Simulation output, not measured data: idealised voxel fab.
Process module under the name voxel transistor to metal
Cross-sectional view cut (width: 200 nm; square cell size: 5 nm).
A cross-section in this document is a grid of square cells, and it is written down as bands, the top band listed before the ones below it; a band is made up of one or more rows of cells.
For a band, the entry starts with two heights in nm, that of the top and then that of the bottom, and carries on with the band's materials in order from left to right, each alongside its width in nm; the word "throughout" beside a single material means it fills the band edge to edge, and "empty" means empty space.
Basically, 0 is our baseline, since under it the wafer straight out of the box is all one material. The bottom band has no lower end and keeps on going down, so it looks like "0 -> down".
The width entry "30->40" should be interpreted row by row: the top row of cells in the band takes the first number, the bottom row takes the second number, and the change between adjacent rows is uniform throughout.
A step reported as "nothing altered" is a step in which no cell of the cross-section changed.
Basically, "Voids, sealed" tells you about the enclosed voids: empty spaces with no open way to the top, 8 cells or bigger, each written width x height at distance, where distance is from the left edge, all in nm.
Heads up: the bit after the settings on a step's line is the simulator's remark on that step.
When a step includes a mask, the "overlay nm" setting on its line states how far to the right of its planned place that mask lay, and negative values state how far to the left.

The planned process steps are enumerated hereunder:
| 1 | RECEIVE: material Si |
| 2 | CONFORMAL_DEP: material SiO2, thk nm 5 |
| 3 | CONFORMAL_DEP: material SiN, thk nm 15 |
| 4 | DIRECTIONAL_DEP: material aC, thk nm 10 |
| 5 | PATTERN: tone cover, mask id ACTIVE, material resist, width nm 110, thk nm 25, overlay nm 0 |
| 6 | DIRECTIONAL_ETCH: etch materials aC, depth nm 10 |
| 7 | STRIP: etch materials resist |
| 8 | DIRECTIONAL_ETCH: etch materials SiN, depth nm 15 |
| 9 | DIRECTIONAL_ETCH: etch materials SiO2, depth nm 5 |
| 10 | DIRECTIONAL_ETCH: etch materials Si, depth nm 25 |
| 11 | STRIP: etch materials aC |
| 12 | FILL_DEP: material SiO2, thk nm 10 |
| 13 | CMP: height nm 20 |
| 14 | SELECTIVE_ETCH: etch materials SiO2, depth nm 5 |
| 15 | STRIP: etch materials SiN |
| 16 | SELECTIVE_ETCH: etch materials SiO2, depth nm 5 |
| 17 | OXIDIZE: depth nm 5 |
| 18 | DIRECTIONAL_DEP: material polySi, thk nm 20 |
| 19 | DIRECTIONAL_DEP: material SiCN, thk nm 10 |
| 20 | MASKED_ETCH: tone cover, mask id GATE, width nm 20, etch materials SiCN, depth nm 20, overlay nm -5 |
| 21 | MASKED_ETCH: tone cover, mask id GATE, width nm 20, etch materials polySi, depth nm 30, overlay nm 0 |
| 22 | CONFORMAL_DEP: material SiO2, thk nm 5 |
| 23 | DIRECTIONAL_ETCH: etch materials SiO2, depth nm 5 |
| 24 | CONFORMAL_DEP: material SiN, thk nm 5 |
| 25 | DIRECTIONAL_ETCH: etch materials SiN, depth nm 5 |
| 26 | DIRECTIONAL_ETCH: etch materials SiO2, depth nm 5 |
| 27 | DIRECTIONAL_ETCH: etch materials Si, depth nm 5 |
| 28 | EPI: material pSi, thk nm 5 |
| 29 | FILL_DEP: material SiO2, thk nm 5 |
| 30 | CMP: height nm 30 |
| 31 | DIRECTIONAL_DEP: material SiO2, thk nm 15 |
| 32 | PATTERN: tone open, mask id CONTACT, material resist, width nm 20, pitch nm 80, thk nm 20, overlay nm 0 |
| 33 | DIRECTIONAL_ETCH: etch materials SiO2, depth nm 50 |
| 34 | STRIP: etch materials resist |
| 35 | CONFORMAL_DEP: material TiN, thk nm 5 |
| 36 | FILL_DEP: material W, thk nm 10 |
| 37 | CMP: height nm 45 |
| 38 | DIRECTIONAL_DEP: material TiN, thk nm 5 |
| 39 | DIRECTIONAL_DEP: material Ru, thk nm 15 |
| 40 | MASKED_ETCH: tone cover, mask id METAL_1, width nm 20, pitch nm 80, etch materials Ru, depth nm 15, overlay nm 0 |
| 41 | MASKED_ETCH: tone cover, mask id METAL_1, width nm 20, pitch nm 80, etch materials TiN, depth nm 5, overlay nm 0 |
| 42 | FILL_DEP: material lowk, thk nm 10 |
| 43 | CMP: height nm 65 |
| 44 | CONFORMAL_DEP: material SiCN, thk nm 5 |
| 45 | DIRECTIONAL_DEP: material lowk, thk nm 35 |
| 46 | PATTERN: tone open, mask id METAL_2_HOLES, material resist, width nm 15, pitch nm 80, thk nm 20, overlay nm 0 |
| 47 | DIRECTIONAL_ETCH: etch materials lowk, depth nm 35 |
| 48 | STRIP: etch materials resist |
| 49 | PATTERN: tone open, mask id METAL_2, material resist, width nm 20, pitch nm 80, thk nm 20, overlay nm 0 |
| 50 | DIRECTIONAL_ETCH: etch materials lowk, depth nm 20 |
| 51 | DIRECTIONAL_ETCH: etch materials SiCN, depth nm 5 |
| 52 | STRIP: etch materials resist |
| 53 | CONFORMAL_DEP: material TiN, thk nm 5 |
| 54 | FILL_DEP: material Ru, thk nm 10 |
| 55 | CMP: height nm 105 |
| 56 | CONFORMAL_DEP: material SiCN, thk nm 5 |
varied across the wafers: overlay nm of step 20. The plan shows the first wafer's value. All wafers start alike

Cross-section, first of several wafers, as delivered after step 1:
- 0 -> down: Si throughout
- Voids, sealed: none

Quick key for the table: a row per wafer, taken at the end of the module. For each material it tells you how many cells the wafer gained (+) or lost (-) since it came in, and the closed voids come after:
overlay nm -5 | +44 Ru | -123 Si | +82 SiCN | +16 SiN | +346 SiO2 | +88 TiN | +34 W | +358 lowk | +15 pSi | +20 polySi | Voids, sealed: none
overlay nm 0 | +44 Ru | -124 Si | +82 SiCN | +16 SiN | +350 SiO2 | +88 TiN | +34 W | +358 lowk | +16 pSi | +16 polySi | Voids, sealed: none
overlay nm 5 | +44 Ru | -123 Si | +82 SiCN | +16 SiN | +346 SiO2 | +88 TiN | +34 W | +358 lowk | +15 pSi | +20 polySi | Voids, sealed: none
